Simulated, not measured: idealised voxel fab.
Process module in this document: voxel wiring stack
This is section cut - it's 180 nm across, gridded in 5 nm square cells.
A cross-section is a grid of square cells, given in bands from the top down. A band is one or more rows of cells. Quick guide to a band line: top height, bottom height (nm) up front; then every material left to right with its width in nm. Only one material and it's marked "everywhere"? Then it fills the band edge to edge. And "empty" just means empty space. Ref level 0: as-received wafer is one material below here. Bottom band extends down with no lower bound ("0 -> down"). Top row gets the first number, bottom row gets the second, and each row in between changes by the same step: that is how a band width like "30->40" works. Any step labelled "no modification" changed none of the cells in the cross-section. Empty spaces counting at least 8 cells and having no open way to the top are listed in "Completely enclosed voids". The notation width x height at distance is used for each, the distance being from the left edge and all three values in nm. Formally, on a step line, whatever follows the settings is a remark that the simulator itself makes on the step. Among the settings permitted on a step's line is "overlay nm"; applied to a step with a mask, it specifies the extent to which the mask lay to the right of its planned position, whereas a negative figure signifies a position to the left.

The steps planned for the process are as follows:
| 1 | op RECEIVE | material Si |
| 2 | op CONFORMAL_DEP | material SiO2 | thk nm 15 |
| 3 | op DIRECTIONAL_DEP | material TiN | thk nm 5 |
| 4 | op DIRECTIONAL_DEP | material W | thk nm 20 |
| 5 | op DIRECTIONAL_DEP | material aC | thk nm 15 |
| 6 | op PATTERN | tone cover | mask id METAL_1 | material resist | width nm 30 | pitch nm 50 | thk nm 30 | overlay nm 0 |
| 7 | op DIRECTIONAL_ETCH | etch materials aC | depth nm 15 |
| 8 | op STRIP | etch materials resist |
| 9 | op DIRECTIONAL_ETCH | etch materials W | depth nm 20 |
| 10 | op DIRECTIONAL_ETCH | etch materials TiN | depth nm 5 |
| 11 | op STRIP | etch materials aC |
| 12 | op CONFORMAL_DEP | material SiCN | thk nm 5 |
| 13 | op FILL_DEP | material lowk | thk nm 10 |
| 14 | op CMP | height nm 40 |
| 15 | op CONFORMAL_DEP | material SiCN | thk nm 5 |
| 16 | op DIRECTIONAL_DEP | material lowk | thk nm 30 |
| 17 | op DIRECTIONAL_DEP | material aC | thk nm 15 |
| 18 | op PATTERN | tone open | mask id METAL_2_HOLES | material resist | width nm 15 | pitch nm 50 | thk nm 35 | overlay nm 0 |
| 19 | op DIRECTIONAL_ETCH | etch materials aC | depth nm 15 |
| 20 | op STRIP | etch materials resist |
| 21 | op DIRECTIONAL_ETCH | etch materials lowk | depth nm 30 |
| 22 | op STRIP | etch materials aC |
| 23 | op MASKED_ETCH | tone open | mask id METAL_2 | width nm 30 | pitch nm 50 | etch materials lowk | depth nm 15 | overlay nm 0 |
| 24 | op MASKED_ETCH | tone open | mask id METAL_2 | width nm 30 | pitch nm 50 | etch materials SiCN | depth nm 5 | overlay nm 0 |
| 25 | op CONFORMAL_DEP | material TiN | thk nm 5 |
| 26 | op FILL_DEP | material Cu | thk nm 5 |
| 27 | op CMP | height nm 75 |
| 28 | op CONFORMAL_DEP | material SiCN | thk nm 5 |
| 29 | op DIRECTIONAL_DEP | material SiO2 | thk nm 20 |
| 30 | op DIRECTIONAL_DEP | material aC | thk nm 15 |
| 31 | op PATTERN | tone open | mask id PLUG_2 | material resist | width nm 15 | pitch nm 100 | thk nm 30 | overlay nm -10 |
| 32 | op DIRECTIONAL_ETCH | etch materials aC | depth nm 15 |
| 33 | op STRIP | etch materials resist |
| 34 | op DIRECTIONAL_ETCH | etch materials SiO2 | depth nm 20 |
| 35 | op DIRECTIONAL_ETCH | etch materials SiCN | depth nm 5 |
| 36 | op STRIP | etch materials aC |
| 37 | op CONFORMAL_DEP | material TiN | thk nm 5 |
| 38 | op FILL_DEP | material W | thk nm 10 |
| 39 | op CMP | height nm 100 |
| 40 | op CONFORMAL_DEP | material SiN | thk nm 5 |
| 41 | op DIRECTIONAL_DEP | material SiO2 | thk nm 25 |
| 42 | op DIRECTIONAL_DEP | material aC | thk nm 10 |
| 43 | op PATTERN | tone open | mask id METAL_3 | material resist | width nm 30 | pitch nm 50 | thk nm 25 | overlay nm 0 |
| 44 | op DIRECTIONAL_ETCH | etch materials aC | depth nm 10 |
| 45 | op STRIP | etch materials resist |
| 46 | op DIRECTIONAL_ETCH | etch materials SiO2 | depth nm 25 |
| 47 | op DIRECTIONAL_ETCH | etch materials SiN | depth nm 5 |
| 48 | op STRIP | etch materials aC |
| 49 | op CONFORMAL_DEP | material TiN | thk nm 5 |
| 50 | op FILL_DEP | material Cu | thk nm 5 |
| 51 | op CMP | height nm 130 |
| 52 | op EPI | material Ru | thk nm 5 |
| 53 | op FILL_DEP | material SiCN | thk nm 5 |
| 54 | op DIRECTIONAL_DEP | material SiO2 | thk nm 15 |
| 55 | op MASKED_ETCH | tone open | mask id PLUG_3 | width nm 15 | pitch nm 50 | etch materials SiO2 | depth nm 15 | overlay nm 0 |
| 56 | op MASKED_ETCH | tone open | mask id PLUG_3 | width nm 15 | pitch nm 50 | etch materials SiCN | depth nm 5 | overlay nm 0 |
| 57 | op CONFORMAL_DEP | material TiN | thk nm 5 |
| 58 | op FILL_DEP | material Cu | thk nm 10 |
| 59 | op CMP | height nm 155 |
| 60 | op CONFORMAL_DEP | material SiN | thk nm 5 |
| 61 | op DIRECTIONAL_DEP | material lowk | thk nm 20 |
| 62 | op PATTERN | tone open | mask id METAL_4 | material resist | width nm 30 | pitch nm 50 | thk nm 15 | overlay nm 0 |
| 63 | op DIRECTIONAL_ETCH | etch materials lowk | depth nm 20 |
| 64 | op DIRECTIONAL_ETCH | etch materials SiN | depth nm 5 |
| 65 | op STRIP | etch materials resist |
| 66 | op CONFORMAL_DEP | material TiN | thk nm 5 |
| 67 | op FILL_DEP | material W | thk nm 10 |
| 68 | op CMP | height nm 180 |
| 69 | op CONFORMAL_DEP | material SiCN | thk nm 5 |
All wafers enter the flow in the same state. The overlay nm at step 31 differs from wafer to wafer, and the plan gives the value for the first wafer.

Cross-sectional view of the first of several wafers in the as-received condition, corresponding to the state following step 1:
0 -> down = Si everywhere
Completely enclosed voids: none

Module finished, last step 69 done: cross-section of the first of several wafers:
185 -> 180 = SiCN everywhere
180 -> 160 = lowk (25)  TiN (5)  W (20)  TiN (5)  lowk (20)  TiN (5)  W (20)  TiN (5)  lowk (20)  TiN (5)  W (20)  TiN (5)  lowk (25)
160 -> 155 = SiN (25)  TiN (30)  SiN (20)  TiN (30)  SiN (20)  TiN (30)  SiN (25)
155 -> 140 = SiO2 (25)  TiN (5)  Cu (5)  TiN (5)  SiO2 (35)  TiN (5)  Cu (5)  TiN (5)  SiO2 (35)  TiN (5)  Cu (5)  TiN (5)  SiO2 (40)
140 -> 135 = SiCN (25)  TiN (15)  SiCN (35)  TiN (15)  SiCN (35)  TiN (15)  SiCN (40)
135 -> 130 = SiCN (20)  Ru (40)  SiCN (10)  Ru (40)  SiCN (10)  Ru (40)  SiCN (20)
130 -> 105 = SiO2 (25)  TiN (5)  Cu (20)  TiN (5)  SiO2 (20)  TiN (5)  Cu (20)  TiN (5)  SiO2 (20)  TiN (5)  Cu (20)  TiN (5)  SiO2 (25)
105 -> 100 = SiN (25)  TiN (30)  SiN (20)  TiN (30)  SiN (20)  TiN (30)  SiN (25)
100 -> 80 = SiO2 (15)  TiN (5)  W (5)  TiN (5)  SiO2 (85)  TiN (5)  W (5)  TiN (5)  SiO2 (50)
80 -> 75 = SiCN (15)  TiN (15)  SiCN (85)  TiN (15)  SiCN (50)
75 -> 65 = lowk (25)  TiN (5)  Cu (20)  TiN (5)  lowk (20)  TiN (5)  Cu (20)  TiN (5)  lowk (20)  TiN (5)  Cu (20)  TiN (5)  lowk (25)
65 -> 60 = lowk (25)  TiN (5)  Cu (5)  TiN (20)  lowk (20)  TiN (5)  Cu (5)  TiN (20)  lowk (20)  TiN (5)  Cu (5)  TiN (20)  lowk (25)
60 -> 45 = lowk (25)  TiN (5)  Cu (5)  TiN (5)  lowk (35)  TiN (5)  Cu (5)  TiN (5)  lowk (35)  TiN (5)  Cu (5)  TiN (5)  lowk (40)
45 -> 40 = SiCN (25)  TiN (15)  SiCN (35)  TiN (15)  SiCN (35)  TiN (15)  SiCN (40)
40 -> 20 = lowk (20)  SiCN (5)  W (30)  SiCN (5)  lowk (10)  SiCN (5)  W (30)  SiCN (5)  lowk (10)  SiCN (5)  W (30)  SiCN (5)  lowk (20)
20 -> 15 = SiCN (25)  TiN (30)  SiCN (20)  TiN (30)  SiCN (20)  TiN (30)  SiCN (25)
15 -> 0 = SiO2 everywhere
0 -> down = Si everywhere
Completely enclosed voids: none

Final wafer cross-section at module end:
185 -> 180 = SiCN everywhere
180 -> 160 = lowk (25)  TiN (5)  W (20)  TiN (5)  lowk (20)  TiN (5)  W (20)  TiN (5)  lowk (20)  TiN (5)  W (20)  TiN (5)  lowk (25)
160 -> 155 = SiN (25)  TiN (30)  SiN (20)  TiN (30)  SiN (20)  TiN (30)  SiN (25)
155 -> 140 = SiO2 (25)  TiN (5)  Cu (5)  TiN (5)  SiO2 (35)  TiN (5)  Cu (5)  TiN (5)  SiO2 (35)  TiN (5)  Cu (5)  TiN (5)  SiO2 (40)
140 -> 135 = SiCN (25)  TiN (15)  SiCN (35)  TiN (15)  SiCN (35)  TiN (15)  SiCN (40)
135 -> 130 = SiCN (20)  Ru (40)  SiCN (10)  Ru (40)  SiCN (10)  Ru (40)  SiCN (20)
130 -> 105 = SiO2 (25)  TiN (5)  Cu (20)  TiN (5)  SiO2 (20)  TiN (5)  Cu (20)  TiN (5)  SiO2 (20)  TiN (5)  Cu (20)  TiN (5)  SiO2 (25)
105 -> 100 = SiN (25)  TiN (30)  SiN (20)  TiN (30)  SiN (20)  TiN (30)  SiN (25)
100 -> 80 = SiO2 (40)  TiN (5)  W (5)  TiN (5)  SiO2 (85)  TiN (5)  W (5)  TiN (5)  SiO2 (25)
80 -> 75 = SiCN (40)  TiN (15)  SiCN (85)  TiN (15)  SiCN (25)
75 -> 65 = lowk (25)  TiN (5)  Cu (20)  TiN (5)  lowk (20)  TiN (5)  Cu (20)  TiN (5)  lowk (20)  TiN (5)  Cu (20)  TiN (5)  lowk (25)
65 -> 60 = lowk (25)  TiN (5)  Cu (5)  TiN (20)  lowk (20)  TiN (5)  Cu (5)  TiN (20)  lowk (20)  TiN (5)  Cu (5)  TiN (20)  lowk (25)
60 -> 45 = lowk (25)  TiN (5)  Cu (5)  TiN (5)  lowk (35)  TiN (5)  Cu (5)  TiN (5)  lowk (35)  TiN (5)  Cu (5)  TiN (5)  lowk (40)
45 -> 40 = SiCN (25)  TiN (15)  SiCN (35)  TiN (15)  SiCN (35)  TiN (15)  SiCN (40)
40 -> 20 = lowk (20)  SiCN (5)  W (30)  SiCN (5)  lowk (10)  SiCN (5)  W (30)  SiCN (5)  lowk (10)  SiCN (5)  W (30)  SiCN (5)  lowk (20)
20 -> 15 = SiCN (25)  TiN (30)  SiCN (20)  TiN (30)  SiCN (20)  TiN (30)  SiCN (25)
15 -> 0 = SiO2 everywhere
0 -> down = Si everywhere
Completely enclosed voids: none

The table below has one row for each wafer; a row shows, as of the end of the module, how many cells of each material the wafer has gained, marked (+), or lost, marked (-), since it was received, and then the wafer's closed voids:
overlay nm -10 | +105 Cu | +24 Ru | +174 SiCN | +36 SiN | +399 SiO2 | +211 TiN | +128 W | +255 lowk | Completely enclosed voids: none
overlay nm -5 | +105 Cu | +24 Ru | +174 SiCN | +36 SiN | +399 SiO2 | +211 TiN | +128 W | +255 lowk | Completely enclosed voids: none
overlay nm 0 | +105 Cu | +24 Ru | +174 SiCN | +36 SiN | +399 SiO2 | +211 TiN | +128 W | +255 lowk | Completely enclosed voids: none
overlay nm 5 | +105 Cu | +24 Ru | +174 SiCN | +36 SiN | +399 SiO2 | +211 TiN | +128 W | +255 lowk | Completely enclosed voids: none
overlay nm 10 | +105 Cu | +24 Ru | +174 SiCN | +36 SiN | +399 SiO2 | +211 TiN | +128 W | +255 lowk | Completely enclosed voids: none
overlay nm 15 | +105 Cu | +24 Ru | +174 SiCN | +36 SiN | +399 SiO2 | +211 TiN | +128 W | +255 lowk | Completely enclosed voids: none
